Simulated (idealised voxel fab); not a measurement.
process module | voxel capacitor over wiring
cross-section cut | 180 nm wide | cells 5 nm
A cross-section is a grid of square cells, given in bands from the top down. A band is one or more rows of cells.
Each band's line starts with the height of the band's top and of its bottom, in nm. Then come its materials from left to right, each with its width in nm. One material with "throughout" fills the band from edge to edge. "air" is empty space.
Height 0 is the level under which the wafer as received is all one material. The lowest band goes on downwards, as in "0 down".
A width such as "30 to 40" changes by the same amount from each row of cells to the next, from the band's top row to its bottom row.
"no change" after a step means that no cell of the cross-section changed.
closed voids: empty space of 8 cells or more with no open way to the top, each as width x height at its distance from the left edge, in nm
after a step's settings: what the simulator itself notes on the step
overlay nm, on a step with a mask: how far to the right of its planned place the mask lay; to the left if negative
plan
1 op RECEIVE | material Si
2 op CONFORMAL_DEP | material SiO2 | thk nm 15
3 op CONFORMAL_DEP | material SiN | thk nm 5
4 op DIRECTIONAL_DEP | material lowk | thk nm 20
5 op DIRECTIONAL_DEP | material aC | thk nm 10
6 op PATTERN | tone open | mask id METAL_1 | material resist | width nm 25 | pitch nm 75 | thk nm 30 | overlay nm 0
7 op DIRECTIONAL_ETCH | etch materials aC | depth nm 10
8 op STRIP | etch materials resist
9 op DIRECTIONAL_ETCH | etch materials lowk | depth nm 20
10 op DIRECTIONAL_ETCH | etch materials SiN | depth nm 5
11 op STRIP | etch materials aC
12 op CONFORMAL_DEP | material TiN | thk nm 5
13 op FILL_DEP | material W | thk nm 10
14 op CMP | height nm 40
15 op CONFORMAL_DEP | material SiCN | thk nm 5
16 op DIRECTIONAL_DEP | material lowk | thk nm 15
17 op DIRECTIONAL_DEP | material aC | thk nm 15
18 op PATTERN | tone open | mask id PLUG_1 | material resist | width nm 15 | thk nm 35 | overlay nm -15
19 op DIRECTIONAL_ETCH | etch materials aC | depth nm 15
20 op STRIP | etch materials resist
21 op DIRECTIONAL_ETCH | etch materials lowk | depth nm 15
22 op DIRECTIONAL_ETCH | etch materials SiCN | depth nm 5
23 op STRIP | etch materials aC
24 op CONFORMAL_DEP | material TiN | thk nm 5
25 op FILL_DEP | material Ru | thk nm 5
26 op CMP | height nm 60
27 op DIRECTIONAL_DEP | material TiN | thk nm 10
28 op DIRECTIONAL_DEP | material Al2O3 | thk nm 5
29 op DIRECTIONAL_DEP | material TiN | thk nm 5
30 op PATTERN | tone cover | mask id UPPER_PLATE | material resist | width nm 55 | thk nm 20 | overlay nm 0
31 op DIRECTIONAL_ETCH | etch materials TiN | depth nm 5
32 op DIRECTIONAL_ETCH | etch materials Al2O3 | depth nm 5
33 op STRIP | etch materials resist
34 op PATTERN | tone cover | mask id LOWER_PLATE | material resist | width nm 65 | thk nm 20 | overlay nm 0
35 op DIRECTIONAL_ETCH | etch materials TiN | depth nm 10
36 op STRIP | etch materials resist
37 op FILL_DEP | material SiO2 | thk nm 20
38 op CMP | height nm 95
39 op DIRECTIONAL_DEP | material aC | thk nm 15
40 op PATTERN | tone open | mask id PLUG_2 | material resist | width nm 15 | thk nm 30 | overlay nm 0
41 op DIRECTIONAL_ETCH | etch materials aC | depth nm 15
42 op STRIP | etch materials resist
43 op DIRECTIONAL_ETCH | etch materials SiO2 | depth nm 15
44 op STRIP | etch materials aC
45 op CONFORMAL_DEP | material TiN | thk nm 5
46 op FILL_DEP | material Cu | thk nm 10
47 op CMP | height nm 95
48 op CONFORMAL_DEP | material SiN | thk nm 5
varied across the wafers: overlay nm of step 18. The plan shows the first wafer's value. All wafers start alike
first wafer as received, after step 1
  0 down: Si throughout
  closed voids: none
first wafer at the end, after step 48
  100 to 95: SiN throughout
  95 to 85: SiO2 60 | TiN 5 | Cu 5 | TiN 5 | SiO2 105
  85 to 75: SiO2 60 to 50 | TiN 15 to 55 | SiO2 105 to 75
  75 to 70: SiO2 50 | Al2O3 55 | SiO2 75
  70 to 60: SiO2 45 | TiN 65 | SiO2 70
  60 to 45: lowk 35 | TiN 5 | Ru 5 | TiN 5 | lowk 130
  45 to 40: SiCN 35 | TiN 15 | SiCN 130
  40 to 20: lowk 40 | TiN 5 | W 15 | TiN 5 | lowk 50 | TiN 5 | W 15 | TiN 5 | lowk 40
  20 to 15: SiN 40 | TiN 25 | SiN 50 | TiN 25 | SiN 40
  15 to 0: SiO2 throughout
  0 down: Si throughout
  closed voids: none
last wafer at the end
  100 to 95: SiN throughout
  95 to 85: SiO2 60 | TiN 5 | Cu 5 | TiN 5 | SiO2 105
  85 to 75: SiO2 60 to 50 | TiN 15 to 55 | SiO2 105 to 75
  75 to 70: SiO2 50 | Al2O3 55 | SiO2 75
  70 to 60: SiO2 45 | TiN 65 | SiO2 70
  60 to 45: lowk 65 | TiN 5 | Ru 5 | TiN 5 | lowk 100
  45 to 40: SiCN 65 | TiN 15 | SiCN 100
  40 to 20: lowk 40 | TiN 5 | W 15 | TiN 5 | lowk 50 | TiN 5 | W 15 | TiN 5 | lowk 40
  20 to 15: SiN 40 | TiN 25 | SiN 50 | TiN 25 | SiN 40
  15 to 0: SiO2 throughout
  0 down: Si throughout
  closed voids: none
each wafer at the end: cells of each material gained (+) or lost (-) since it was received, then its closed voids
overlay nm -15 | +11 Al2O3 | +2 Cu | +3 Ru | +33 SiCN | +62 SiN | +303 SiO2 | +79 TiN | +24 W | +203 lowk | closed voids: none
overlay nm -10 | +11 Al2O3 | +2 Cu | +3 Ru | +33 SiCN | +62 SiN | +303 SiO2 | +79 TiN | +24 W | +203 lowk | closed voids: none
overlay nm -5 | +11 Al2O3 | +2 Cu | +3 Ru | +33 SiCN | +62 SiN | +303 SiO2 | +79 TiN | +24 W | +203 lowk | closed voids: none
overlay nm 0 | +11 Al2O3 | +2 Cu | +3 Ru | +33 SiCN | +62 SiN | +303 SiO2 | +79 TiN | +24 W | +203 lowk | closed voids: none
overlay nm 5 | +11 Al2O3 | +2 Cu | +3 Ru | +33 SiCN | +62 SiN | +303 SiO2 | +79 TiN | +24 W | +203 lowk | closed voids: none
overlay nm 10 | +11 Al2O3 | +2 Cu | +3 Ru | +33 SiCN | +62 SiN | +303 SiO2 | +79 TiN | +24 W | +203 lowk | closed voids: none
overlay nm 15 | +11 Al2O3 | +2 Cu | +3 Ru | +33 SiCN | +62 SiN | +303 SiO2 | +79 TiN | +24 W | +203 lowk | closed voids: none
